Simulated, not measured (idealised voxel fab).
process module | voxel self aligned contacts
For reference, the cross-section in this document is cut, with width 275 nm and square cells of 5 nm.
Cross-section layout: square cells on a grid; listed as bands, top to bottom; a band spans one or more cell rows. First you get the band's top height and its bottom height, in nm, and then the materials it's made of, left to right, with each width in nm. If you see a single material with "all across", that one covers the band edge to edge. "empty" is empty space. It should be noted that heights are counted from 0, beneath which the wafer as supplied is of one material throughout, and that the lowest band possesses no lower boundary but continues downward, as written in "0 and below". The notation "30->40" denotes a width that varies across the rows of cells in the band, beginning at the first number in the top row, finishing at the second number in the bottom row, and changing by an identical amount from each row to the next. "nothing different" for a step: no cell of the cross-section changed in that step. The entry titled "Enclosed void list" provides the empty spaces that have no open way to the top, restricted to those of 8 cells or more. Each is presented as width x height at distance, the distance being measured from the left edge, with all three in nm. On a step's line, text after the settings is the simulator commenting on that step. You can add "overlay nm" to a step's line. For a step with a mask, it describes how far the mask lay to the right of its planned position, and a negative number describes a lay to the left.

INTENDED PROCESS STEPS
step 1: RECEIVE, material Si
step 2: OXIDIZE, depth nm 5
step 3: DIRECTIONAL_DEP, material polySi, thk nm 25
step 4: DIRECTIONAL_DEP, material SiN, thk nm 15
step 5: DIRECTIONAL_DEP, material aC, thk nm 10
step 6: PATTERN, tone cover, mask id GATE, material resist, width nm 35, pitch nm 65, thk nm 25, overlay nm 0
step 7: DIRECTIONAL_ETCH, etch materials aC, depth nm 10
step 8: STRIP, etch materials resist
step 9: DIRECTIONAL_ETCH, etch materials SiN, depth nm 15
step 10: DIRECTIONAL_ETCH, etch materials polySi, depth nm 25
step 11: STRIP, etch materials aC
step 12: CONFORMAL_DEP, material SiN, thk nm 5
step 13: DIRECTIONAL_ETCH, etch materials SiN, depth nm 5
step 14: FILL_DEP, material SiO2, thk nm 20
step 15: CMP, height nm 50
step 16: DIRECTIONAL_DEP, material aC, thk nm 15
step 17: PATTERN, tone open, mask id CONTACT, material resist, width nm 50, thk nm 35, overlay nm -15
step 18: DIRECTIONAL_ETCH, etch materials aC, depth nm 15
step 19: STRIP, etch materials resist
step 20: DIRECTIONAL_ETCH, etch materials SiO2, depth nm 55
step 21: STRIP, etch materials aC
step 22: CONFORMAL_DEP, material TiN, thk nm 5
step 23: FILL_DEP, material Ru, thk nm 5
step 24: CMP, height nm 50
step 25: CONFORMAL_DEP, material SiN, thk nm 5
Don't read the plan's overlay nm for step 17 as applying to every wafer: that's the first wafer's value, and the wafers differ in it, though they all start identical.

THE FIRST OF SEVERAL WAFERS AS RECEIVED, SHOWN IN CROSS-SECTION; THIS IS ITS STATE AFTER STEP 1
> 0 and below: Si all across
> Enclosed void list: none

FIRST WAFER AT THE END, AFTER STEP 25
> 55 down to 50: SiN all across
> 50 down to 40: 95 of SiO2 | 5->35 of TiN | 40->10 of Ru | 5 of TiN | 130 of SiO2
> 40 down to 25: 80 of SiO2 | 45 of SiN | 5 of TiN | 10 of Ru | 5 of TiN | 45 of SiN | 85 of SiO2
> 25 down to 0: 80 of SiO2 | 5 of SiN | 35 of polySi | 5 of SiN | 5 of TiN | 10 of Ru | 5 of TiN | 5 of SiN | 35 of polySi | 5 of SiN | 85 of SiO2
> 0 down to -5: 125 of SiO2 | 20 of TiN | 130 of SiO2
> -5 and below: Si all across
> Enclosed void list: none

X-SECTION, LAST WAFER, MODULE END
> 55 down to 50: SiN all across
> 50 down to 40: 125 of SiO2 | 5 of TiN | 40->10 of Ru | 5->35 of TiN | 100 of SiO2
> 40 down to 25: 80 of SiO2 | 45 of SiN | 5 of TiN | 10 of Ru | 5 of TiN | 45 of SiN | 85 of SiO2
> 25 down to 0: 80 of SiO2 | 5 of SiN | 35 of polySi | 5 of SiN | 5 of TiN | 10 of Ru | 5 of TiN | 5 of SiN | 35 of polySi | 5 of SiN | 85 of SiO2
> 0 down to -5: 125 of SiO2 | 20 of TiN | 130 of SiO2
> -5 and below: Si all across
> Enclosed void list: none

EVERY ROW IN THIS TABLE IS A WAFER AT THE END OF THE MODULE, AND IT GIVES, FOR EACH OF THE MATERIALS, THE CELLS THAT WAFER HAS GAINED (+) OR LOST (-) SINCE IT WAS RECEIVED, THEN ITS CLOSED VOIDS
overlay nm -15, +26 Ru, -55 Si, +129 SiN, +405 SiO2, +30 TiN, +70 polySi, Enclosed void list: none
overlay nm -10, +26 Ru, -55 Si, +129 SiN, +405 SiO2, +30 TiN, +70 polySi, Enclosed void list: none
overlay nm -5, +26 Ru, -55 Si, +129 SiN, +405 SiO2, +30 TiN, +70 polySi, Enclosed void list: none
overlay nm 0, +26 Ru, -55 Si, +129 SiN, +405 SiO2, +30 TiN, +70 polySi, Enclosed void list: none
overlay nm 5, +26 Ru, -55 Si, +129 SiN, +405 SiO2, +30 TiN, +70 polySi, Enclosed void list: none
overlay nm 10, +26 Ru, -55 Si, +129 SiN, +405 SiO2, +30 TiN, +70 polySi, Enclosed void list: none
overlay nm 15, +26 Ru, -55 Si, +129 SiN, +405 SiO2, +30 TiN, +70 polySi, Enclosed void list: none
